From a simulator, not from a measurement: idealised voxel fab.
This is a process module. Its name is voxel fin reveal.
Cross-section cut: width 245 nm, square cells of 5 nm.
Cross-section = grid of square cells, listed top down in bands; band = one or more rows.
Heights first: top, then bottom, in nm. Then materials, left to right, each with a width in nm. "everywhere" on a single material: fills the band edge to edge. "air": empty space.
Counting heights begins at 0, where everything beneath is, in the wafer as received, one material. The lowest band has no bottom; it goes on downwards, as "0 and below" shows.
Top row gets the first number, bottom row gets the second, and each row in between changes by the same step: that is how a band width like "30 to 40" works.
Key: "nothing different" - step with no changed cell in the cross-section.
"Enclosed empty spaces" - sealed voids, min. 8 cells, no opening to top; format: width x height at distance (distance from left edge; nm throughout).
Heads up: the bit after the settings on a step's line is the simulator's remark on that step.
overlay nm: how far to the right of its planned place the mask lay on this masked step (negative: to the left).
These are the steps we planned for the process
1) RECEIVE: material Si
2) CONFORMAL_DEP: material SiN, thk nm 10
3) DIRECTIONAL_DEP: material aC, thk nm 15
4) PATTERN: tone cover, mask id FINS, material resist, width nm 15, pitch nm 45, thk nm 30, overlay nm 0
5) DIRECTIONAL_ETCH: etch materials aC, depth nm 15
6) STRIP: etch materials resist
7) DIRECTIONAL_ETCH: etch materials SiN, depth nm 10
8) DIRECTIONAL_ETCH: etch materials Si, depth nm 30
9) STRIP: etch materials aC
10) FILL_DEP: material SiO2, thk nm 10
11) CMP: height nm 10
12) SELECTIVE_ETCH: etch materials SiO2, depth nm 20
13) STRIP: etch materials SiN
14) CONFORMAL_DEP: material SiO2, thk nm 5
Cross-section: wafer on arrival = after step 1
- 0 and below: Si everywhere
- Enclosed empty spaces: none
Cross-sectional image of the first of two wafers at the end of the module, the run having proceeded as planned
- 5 down to 0: 85 nm air | 25 nm SiO2 | 20 nm air | 25 nm SiO2 | 90 nm air
- 0 down to -5: 85 nm air | 5 nm SiO2 | 15 nm Si | 5 nm SiO2 | 20 nm air | 5 nm SiO2 | 15 nm Si | 5 nm SiO2 | 90 nm air
- -5 down to -30: 90 nm SiO2 | 15 nm Si | 30 nm SiO2 | 15 nm Si | 95 nm SiO2
- -30 and below: Si everywhere
- Enclosed empty spaces: none
This cross-section belongs to the second wafer of two at the end of the module; the start and the plan were shared with the first, and the run included one mistake
- 5 down to 0: 85 nm air | 30 nm SiO2 | 15 nm air | 30 nm SiO2 | 85 nm air
- 0 down to -5: 85 nm air | 5 nm SiO2 | 20 nm Si | 5 nm SiO2 | 15 nm air | 5 nm SiO2 | 20 nm Si | 5 nm SiO2 | 85 nm air
- -5 down to -30: 90 nm SiO2 | 20 nm Si | 25 nm SiO2 | 20 nm Si | 90 nm SiO2
- -30 and below: Si everywhere
- Enclosed empty spaces: none
What went wrong in running the wafer? off-plan run, step 4, actual operation and settings PATTERN: tone cover, mask id FINS, material resist, width nm 20, pitch nm 45, thk nm 30, overlay nm 0
Materials where the second wafer ends with more or fewer cells than the first: Si: 12 more, SiO2: 8 fewer
